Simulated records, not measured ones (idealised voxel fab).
process module | voxel gate over fins
cross-section cut | 245 nm wide | cells 5 nm
A cross-section is a grid of square cells, given in bands from the top down. A band is one or more rows of cells.
Each band's line starts with the height of the band's top and of its bottom, in nm. Then come its materials from left to right, each with its width in nm. One material with "throughout" fills the band from edge to edge. "air" is empty space.
Height 0 is the level under which the wafer as received is all one material. The lowest band goes on downwards, as in "0 down".
A width such as "30 to 40" changes by the same amount from each row of cells to the next, from the band's top row to its bottom row.
"no change" after a step means that no cell of the cross-section changed.
closed voids: empty space of 8 cells or more with no open way to the top, each as width x height at its distance from the left edge, in nm
after a step's settings: what the simulator itself notes on the step
overlay nm, on a step with a mask: how far to the right of its planned place the mask lay; to the left if negative
plan
1 op RECEIVE | material Si
2 op CONFORMAL_DEP | material SiN | thk nm 5
3 op MASKED_ETCH | tone cover | mask id FINS | width nm 15 | pitch nm 35 | etch materials SiN | depth nm 5 | overlay nm 0
4 op MASKED_ETCH | tone cover | mask id FINS | width nm 15 | pitch nm 35 | etch materials Si | depth nm 30 | overlay nm 0
5 op OXIDIZE | depth nm 5
6 op FILL_DEP | material SiO2 | thk nm 15
7 op CMP | height nm 5
8 op SELECTIVE_ETCH | etch materials SiO2 | depth nm 15
9 op STRIP | etch materials SiN
10 op CONFORMAL_DEP | material HfO2 | thk nm 5
11 op CONFORMAL_DEP | material TiN | thk nm 5
12 op FILL_DEP | material W | thk nm 15
13 op CMP | height nm 20
14 op CONFORMAL_DEP | material SiCN | thk nm 10
first wafer, as planned
as received, after step 1
  0 down: Si throughout
  closed voids: none
after step 2
  5 to 0: SiN throughout
  below 0: unchanged
after step 3
  5 to 0: air 80 | SiN 15 | air 20 | SiN 15 | air 20 | SiN 15 | air 80
  below 0: unchanged
after step 4
  5 to 0: air 80 | SiN 15 | air 20 | SiN 15 | air 20 | SiN 15 | air 80
  0 to -30: air 80 | Si 15 | air 20 | Si 15 | air 20 | Si 15 | air 80
  below -30: unchanged
after step 5
  5 to 0: air 80 | SiN 15 | air 20 | SiN 15 | air 20 | SiN 15 | air 80
  0 to -30: air 80 | SiO2 5 | Si 5 | SiO2 5 | air 20 | SiO2 5 | Si 5 | SiO2 5 | air 20 | SiO2 5 | Si 5 | SiO2 5 | air 80
  -30 to -35: SiO2 85 | Si 5 | SiO2 30 | Si 5 | SiO2 30 | Si 5 | SiO2 85
  below -35: unchanged
after step 6
  20 to 5: SiO2 throughout
  5 to 0: SiO2 80 | SiN 15 | SiO2 20 | SiN 15 | SiO2 20 | SiN 15 | SiO2 80
  0 to -35: SiO2 85 | Si 5 | SiO2 30 | Si 5 | SiO2 30 | Si 5 | SiO2 85
  below -35: unchanged
after step 7
  5 to 0: SiO2 80 | SiN 15 | SiO2 20 | SiN 15 | SiO2 20 | SiN 15 | SiO2 80
  below 0: unchanged
after step 8
  5 to 0: air 80 | SiN 15 | air 20 | SiN 15 | air 20 | SiN 15 | air 80
  0 to -10: air 85 | Si 5 | air 30 | Si 5 | air 30 | Si 5 | air 85
  below -10: unchanged
after step 9
  0 to -10: air 85 | Si 5 | air 30 | Si 5 | air 30 | Si 5 | air 85
  below -10: unchanged
after step 10
  5 to 0: air 80 | HfO2 15 | air 20 | HfO2 15 | air 20 | HfO2 15 | air 80
  0 to -5: air 80 | HfO2 5 | Si 5 | HfO2 5 | air 20 | HfO2 5 | Si 5 | HfO2 5 | air 20 | HfO2 5 | Si 5 | HfO2 5 | air 80
  -5 to -10: HfO2 85 | Si 5 | HfO2 30 | Si 5 | HfO2 30 | Si 5 | HfO2 85
  below -10: unchanged
after step 11
  10 to 5: air 75 | TiN 25 | air 10 | TiN 25 | air 10 | TiN 25 | air 75
  5 to 0: air 75 | TiN 5 | HfO2 15 | TiN 5 | air 10 | TiN 5 | HfO2 15 | TiN 5 | air 10 | TiN 5 | HfO2 15 | TiN 5 | air 75
  0 to -5: TiN 80 | HfO2 5 | Si 5 | HfO2 5 | TiN 20 | HfO2 5 | Si 5 | HfO2 5 | TiN 20 | HfO2 5 | Si 5 | HfO2 5 | TiN 80
  below -5: unchanged
after step 12
  25 to 10: W throughout
  10 to 5: W 75 | TiN 25 | W 10 | TiN 25 | W 10 | TiN 25 | W 75
  5 to 0: W 75 | TiN 5 | HfO2 15 | TiN 5 | W 10 | TiN 5 | HfO2 15 | TiN 5 | W 10 | TiN 5 | HfO2 15 | TiN 5 | W 75
  below 0: unchanged
after step 13
  20 to 10: W throughout
  below 10: unchanged
after step 14
  30 to 20: SiCN throughout
  below 20: unchanged
second wafer: like start, like plan, one mistake. Through step 2 it matches the first wafer
when step 3 should have ended
  5 to 0: air 80 | SiN 20 | air 15 | SiN 20 | air 15 | SiN 20 | air 75
  below 0: unchanged
when step 4 should have ended
  5 to 0: air 80 | SiN 20 | air 15 | SiN 20 | air 15 | SiN 20 | air 75
  0 to -30: air 80 | Si 20 | air 15 | Si 20 | air 15 | Si 20 | air 75
  below -30: unchanged
when step 5 should have ended
  5 to 0: air 80 | SiN 20 | air 15 | SiN 20 | air 15 | SiN 20 | air 75
  0 to -30: air 80 | SiO2 5 | Si 10 | SiO2 5 | air 15 | SiO2 5 | Si 10 | SiO2 5 | air 15 | SiO2 5 | Si 10 | SiO2 5 | air 75
  -30 to -35: SiO2 85 | Si 10 | SiO2 25 | Si 10 | SiO2 25 | Si 10 | SiO2 80
  below -35: unchanged
when step 6 should have ended
  20 to 5: SiO2 throughout
  5 to 0: SiO2 80 | SiN 20 | SiO2 15 | SiN 20 | SiO2 15 | SiN 20 | SiO2 75
  0 to -35: SiO2 85 | Si 10 | SiO2 25 | Si 10 | SiO2 25 | Si 10 | SiO2 80
  below -35: unchanged
when step 7 should have ended
  5 to 0: SiO2 80 | SiN 20 | SiO2 15 | SiN 20 | SiO2 15 | SiN 20 | SiO2 75
  below 0: unchanged
when step 8 should have ended
  5 to 0: air 80 | SiN 20 | air 15 | SiN 20 | air 15 | SiN 20 | air 75
  0 to -10: air 85 | Si 10 | air 25 | Si 10 | air 25 | Si 10 | air 80
  below -10: unchanged
when step 9 should have ended
  0 to -10: air 85 | Si 10 | air 25 | Si 10 | air 25 | Si 10 | air 80
  below -10: unchanged
when step 10 should have ended
  5 to 0: air 80 | HfO2 20 | air 15 | HfO2 20 | air 15 | HfO2 20 | air 75
  0 to -5: air 80 | HfO2 5 | Si 10 | HfO2 5 | air 15 | HfO2 5 | Si 10 | HfO2 5 | air 15 | HfO2 5 | Si 10 | HfO2 5 | air 75
  -5 to -10: HfO2 85 | Si 10 | HfO2 25 | Si 10 | HfO2 25 | Si 10 | HfO2 80
  below -10: unchanged
when step 11 should have ended
  10 to 5: air 75 | TiN 30 | air 5 | TiN 30 | air 5 | TiN 30 | air 70
  5 to 0: air 75 | TiN 5 | HfO2 20 | TiN 5 | air 5 | TiN 5 | HfO2 20 | TiN 5 | air 5 | TiN 5 | HfO2 20 | TiN 5 | air 70
  0 to -5: TiN 80 | HfO2 5 | Si 10 | HfO2 5 | TiN 15 | HfO2 5 | Si 10 | HfO2 5 | TiN 15 | HfO2 5 | Si 10 | HfO2 5 | TiN 75
  below -5: unchanged
when step 12 should have ended
  25 to 10: W throughout
  10 to 5: W 75 | TiN 30 | W 5 | TiN 30 | W 5 | TiN 30 | W 70
  5 to 0: W 75 | TiN 5 | HfO2 20 | TiN 5 | W 5 | TiN 5 | HfO2 20 | TiN 5 | W 5 | TiN 5 | HfO2 20 | TiN 5 | W 70
  below 0: unchanged
when step 13 should have ended
  20 to 10: W throughout
  below 10: unchanged
when step 14 should have ended
  30 to 20: SiCN throughout
  below 20: unchanged
what went wrong: step 3 ran as: op MASKED_ETCH | tone cover | mask id FINS | width nm 20 | pitch nm 35 | etch materials SiN | depth nm 5 | overlay nm 0
at the end the second wafer has, in cells: 21 more of Si | 15 fewer of SiO2 | 6 fewer of W
